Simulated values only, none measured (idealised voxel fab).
process module | voxel wiring stack
cross-section cut | 255 nm wide | cells 5 nm
A cross-section is a grid of square cells, given in bands from the top down. A band is one or more rows of cells.
Each band's line starts with the height of the band's top and of its bottom, in nm. Then come its materials from left to right, each with its width in nm. One material with "throughout" fills the band from edge to edge. "air" is empty space.
Height 0 is the level under which the wafer as received is all one material. The lowest band goes on downwards, as in "0 down".
A width such as "30 to 40" changes by the same amount from each row of cells to the next, from the band's top row to its bottom row.
"no change" after a step means that no cell of the cross-section changed.
closed voids: empty space of 8 cells or more with no open way to the top, each as width x height at its distance from the left edge, in nm
after a step's settings: what the simulator itself notes on the step
overlay nm, on a step with a mask: how far to the right of its planned place the mask lay; to the left if negative
plan
1 op RECEIVE | material Si
2 op CONFORMAL_DEP | material SiO2 | thk nm 10
3 op CONFORMAL_DEP | material SiCN | thk nm 5
4 op DIRECTIONAL_DEP | material SiO2 | thk nm 15
5 op MASKED_ETCH | tone open | mask id METAL_1 | width nm 20 | pitch nm 50 | etch materials SiO2 | depth nm 15 | overlay nm 0
6 op MASKED_ETCH | tone open | mask id METAL_1 | width nm 20 | pitch nm 50 | etch materials SiCN | depth nm 5 | overlay nm 0
7 op CONFORMAL_DEP | material TiN | thk nm 5
8 op FILL_DEP | material Cu | thk nm 10
9 op CMP | height nm 30
10 op CONFORMAL_DEP | material SiCN | thk nm 5
11 op DIRECTIONAL_DEP | material SiO2 | thk nm 15
12 op MASKED_ETCH | tone open | mask id PLUG_1 | width nm 15 | pitch nm 100 | etch materials SiO2 | depth nm 15 | overlay nm 0
13 op MASKED_ETCH | tone open | mask id PLUG_1 | width nm 15 | pitch nm 100 | etch materials SiCN | depth nm 5 | overlay nm 0
14 op EPI | material Ru | thk nm 10
15 op EPI | material Ru | thk nm 10
16 op DIRECTIONAL_DEP | material TiN | thk nm 5
17 op DIRECTIONAL_DEP | material Ru | thk nm 20
18 op MASKED_ETCH | tone cover | mask id METAL_2 | width nm 20 | pitch nm 50 | etch materials Ru | depth nm 20 | overlay nm 0
19 op MASKED_ETCH | tone cover | mask id METAL_2 | width nm 20 | pitch nm 50 | etch materials TiN | depth nm 5 | overlay nm 0
20 op FILL_DEP | material lowk | thk nm 5
21 op CMP | height nm 75
22 op CONFORMAL_DEP | material SiCN | thk nm 5
as received, after step 1
  0 down: Si throughout
  closed voids: none
first wafer at the end, as planned
  80 to 75: SiCN throughout
  75 to 55: lowk 40 | Ru 20 | lowk 30 | Ru 20 | lowk 30 | Ru 20 | lowk 30 | Ru 20 | lowk 45
  55 to 50: lowk 40 | TiN 20 | lowk 30 | TiN 20 | lowk 30 | TiN 20 | lowk 30 | TiN 20 | lowk 45
  50 to 35: SiO2 40 | Ru 15 | SiO2 85 | Ru 15 | SiO2 100
  35 to 30: SiCN 40 | Ru 15 | SiCN 85 | Ru 15 | SiCN 100
  30 to 15: SiO2 40 | TiN 5 | Cu 10 | TiN 5 | SiO2 30 | TiN 5 | Cu 10 | TiN 5 | SiO2 30 | TiN 5 | Cu 10 | TiN 5 | SiO2 30 | TiN 5 | Cu 10 | TiN 5 | SiO2 45
  15 to 10: SiCN 40 | TiN 20 | SiCN 30 | TiN 20 | SiCN 30 | TiN 20 | SiCN 30 | TiN 20 | SiCN 45
  10 to 0: SiO2 throughout
  0 down: Si throughout
  closed voids: none
second wafer at the end: like start, like plan, one mistake
  80 to 75: SiCN throughout
  75 to 65: lowk 40 | Ru 20 | lowk 30 | Ru 20 | lowk 30 | Ru 20 | lowk 30 | Ru 20 | lowk 45
  65 to 60: lowk 40 | TiN 20 | lowk 30 | Ru 20 | lowk 30 | TiN 20 | lowk 30 | Ru 20 | lowk 45
  60 to 55: lowk 30 | Ru 35 | lowk 25 | Ru 20 | lowk 20 | Ru 35 | lowk 25 | Ru 20 | lowk 45
  55 to 50: lowk 30 | Ru 35 | lowk 25 | TiN 20 | lowk 20 | Ru 35 | lowk 25 | TiN 20 | lowk 45
  50 to 35: SiO2 40 | Ru 15 | SiO2 85 | Ru 15 | SiO2 100
  35 to 30: SiCN 40 | Ru 15 | SiCN 85 | Ru 15 | SiCN 100
  30 to 15: SiO2 40 | TiN 5 | Cu 10 | TiN 5 | SiO2 30 | TiN 5 | Cu 10 | TiN 5 | SiO2 30 | TiN 5 | Cu 10 | TiN 5 | SiO2 30 | TiN 5 | Cu 10 | TiN 5 | SiO2 45
  15 to 10: SiCN 40 | TiN 20 | SiCN 30 | TiN 20 | SiCN 30 | TiN 20 | SiCN 30 | TiN 20 | SiCN 45
  10 to 0: SiO2 throughout
  0 down: Si throughout
  closed voids: none
what went wrong: one of the steps 14 and 15, which are alike, was run twice
at the end the second wafer has, in cells: 12 more of Ru | 12 fewer of lowk
